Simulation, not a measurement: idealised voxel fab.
A process module follows: voxel fin reveal.
For reference, the cross-section in this document is cut, with width 300 nm and square cells of 5 nm.
This document writes a cross-section as a grid whose cells are square, and gives it as bands, listed from the top down; one or more rows of cells form a band. The band entry comprises the height of the band's top followed by the height of its bottom, expressed in nm, and subsequently the band's materials from left to right, each stated together with its width in nm. Where a single material is marked with the word "edge to edge", that material fills the band from edge to edge. The word "empty" represents empty space. All heights in this document are referenced to 0, defined as the level beneath which the wafer, as received, consists entirely of one material. The lowest band is not bounded below; it extends indefinitely downward and is written in the form "0 -> down". When a width is written as two numbers, as in "30->40", the first number is the width in the top row of cells of the band and the second is the width in its bottom row, and the width changes by the same amount from each row to the next. You'll sometimes find "nothing changed" written for a step, and that's the way of saying that nowhere in the cross-section did a cell change during that step. Entry "Entrapped void list" = empty spaces >= 8 cells with no open way to the top; each as width x height at distance, distance from left edge, all nm. The remark found on a step's line after its settings is issued by the simulator itself and pertains to that step. The optional step-line setting "overlay nm" applies to steps with a mask and quantifies how far to the right of its planned location the mask lay, a negative value indicating leftward placement.

plan
1,RECEIVE, material Si
2,CONFORMAL_DEP, material SiN, thk nm 10
3,MASKED_ETCH, tone cover, mask id FINS, width nm 15, pitch nm 35, etch materials SiN, depth nm 10, overlay nm 0
4,MASKED_ETCH, tone cover, mask id FINS, width nm 15, pitch nm 35, etch materials Si, depth nm 30, overlay nm -15
5,OXIDIZE, depth nm 5
6,FILL_DEP, material SiO2, thk nm 10
7,CMP, height nm 10
8,SELECTIVE_ETCH, etch materials SiO2, depth nm 25
9,STRIP, etch materials SiN
Split variable: overlay nm, step 4. Plan value = first wafer. Wafers start alike.

Cross-section, first of several wafers, as delivered after step 1
    0 -> down = Si edge to edge
    Entrapped void list: none

The following table contains a row per wafer, in which are reported, at the conclusion of the module, the cells of each material gained (+) or lost (-) since the wafer's receipt, with its closed voids given thereafter
overlay nm -15; -320 Si; +176 SiO2; Entrapped void list: none
overlay nm -10; -344 Si; +192 SiO2; Entrapped void list: none
overlay nm -5; -368 Si; +208 SiO2; Entrapped void list: none
overlay nm 0; -392 Si; +224 SiO2; Entrapped void list: none
overlay nm 5; -368 Si; +208 SiO2; Entrapped void list: none
overlay nm 10; -344 Si; +192 SiO2; Entrapped void list: none
overlay nm 15; -320 Si; +176 SiO2; Entrapped void list: none
